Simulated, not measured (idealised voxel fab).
voxel gate over fins: a process module
210 nm wide, 5 nm square cells: that's cross-section cut.
When this document writes out a cross-section, it uses a grid of square cells and lists it as bands, beginning at the top and moving down, with a band standing for one or more rows of cells.
First you get the band's top height and its bottom height, in nm, and then the materials it's made of, left to right, with each width in nm. If you see a single material with "all across", that one covers the band edge to edge. "blank" is empty space.
Heads up on the height convention: 0 is the point under which the incoming wafer is all one material, and the lowest band has no bottom, it just keeps going down, like "from 0 down".
Per-row width for "30 to 40": begins at first number (top row of band), ends at second number (bottom row), increment between rows held constant.
Key: "no alteration" - step with no changed cell in the cross-section.
Empty spaces without an open route to the top, at least 8 cells in extent, make up the entry "Sealed void list"; each is given as width x height at distance, where the distance is measured from the left edge, and all are in nm.
The remark found on a step's line after its settings is issued by the simulator itself and pertains to that step.
overlay nm, on a step with a mask: how far to the right of its planned place the mask lay; to the left if negative

### Here's what the planned process steps look like
1 RECEIVE,material Si
2 CONFORMAL_DEP,material SiN,thk nm 10
3 MASKED_ETCH,tone cover,mask id FINS,width nm 15,pitch nm 40,etch materials SiN,depth nm 10,overlay nm 0
4 MASKED_ETCH,tone cover,mask id FINS,width nm 15,pitch nm 40,etch materials Si,depth nm 35,overlay nm 0
5 OXIDIZE,depth nm 5
6 FILL_DEP,material SiO2,thk nm 15
7 CMP,height nm 10
8 SELECTIVE_ETCH,etch materials SiO2,depth nm 20
9 STRIP,etch materials SiN
10 CONFORMAL_DEP,material HfO2,thk nm 5
11 CONFORMAL_DEP,material TiN,thk nm 5
12 FILL_DEP,material W,thk nm 15
13 CMP,height nm 20
14 CONFORMAL_DEP,material SiN,thk nm 5

### Cross-sectional view of the wafer in its as-received condition, corresponding to the state after step 1
from 0 down: Si all across
Sealed void list: none

### First of two wafers at the end of the module, shown in cross-section; run carried out as planned
from 25 to 20: SiN all across
from 20 to 10: W all across
from 10 to 5: 70 of W; 25 of TiN; 15 of W; 25 of TiN; 75 of W
from 5 to 0: 70 of W; 5 of TiN; 15 of HfO2; 5 of TiN; 15 of W; 5 of TiN; 15 of HfO2; 5 of TiN; 75 of W
from 0 to -5: 75 of TiN; 5 of HfO2; 5 of Si; 5 of HfO2; 25 of TiN; 5 of HfO2; 5 of Si; 5 of HfO2; 80 of TiN
from -5 to -10: 80 of HfO2; 5 of Si; 35 of HfO2; 5 of Si; 85 of HfO2
from -10 to -40: 80 of SiO2; 5 of Si; 35 of SiO2; 5 of Si; 85 of SiO2
from -40 down: Si all across
Sealed void list: none

### Cross-sectional view: second of two wafers, end of module; start and plan identical to the first, one mistake in running
from 25 to 20: SiN all across
from 20 to 10: W all across
from 10 to 5: 70 of W; 25 of TiN; 15 of W; 25 of TiN; 75 of W
from 5 to 0: 70 of W; 5 of TiN; 15 of HfO2; 5 of TiN; 15 of W; 5 of TiN; 15 of HfO2; 5 of TiN; 75 of W
from 0 to -20: 70 of W; 5 of TiN; 5 of HfO2; 5 of Si; 5 of HfO2; 5 of TiN; 15 of W; 5 of TiN; 5 of HfO2; 5 of Si; 5 of HfO2; 5 of TiN; 75 of W
from -20 to -25: 75 of TiN; 5 of HfO2; 5 of Si; 5 of HfO2; 25 of TiN; 5 of HfO2; 5 of Si; 5 of HfO2; 80 of TiN
from -25 to -30: 80 of HfO2; 5 of Si; 35 of HfO2; 5 of Si; 85 of HfO2
from -30 to -40: 80 of SiO2; 5 of Si; 35 of SiO2; 5 of Si; 85 of SiO2
from -40 down: Si all across
Sealed void list: none
Processing error: execution of plan step 8 occurred twice
Per the end-of-run cell counts, the second wafer holds more or fewer of some materials than the first: HfO2 +16 | SiO2 -160 | TiN +16 | W +128
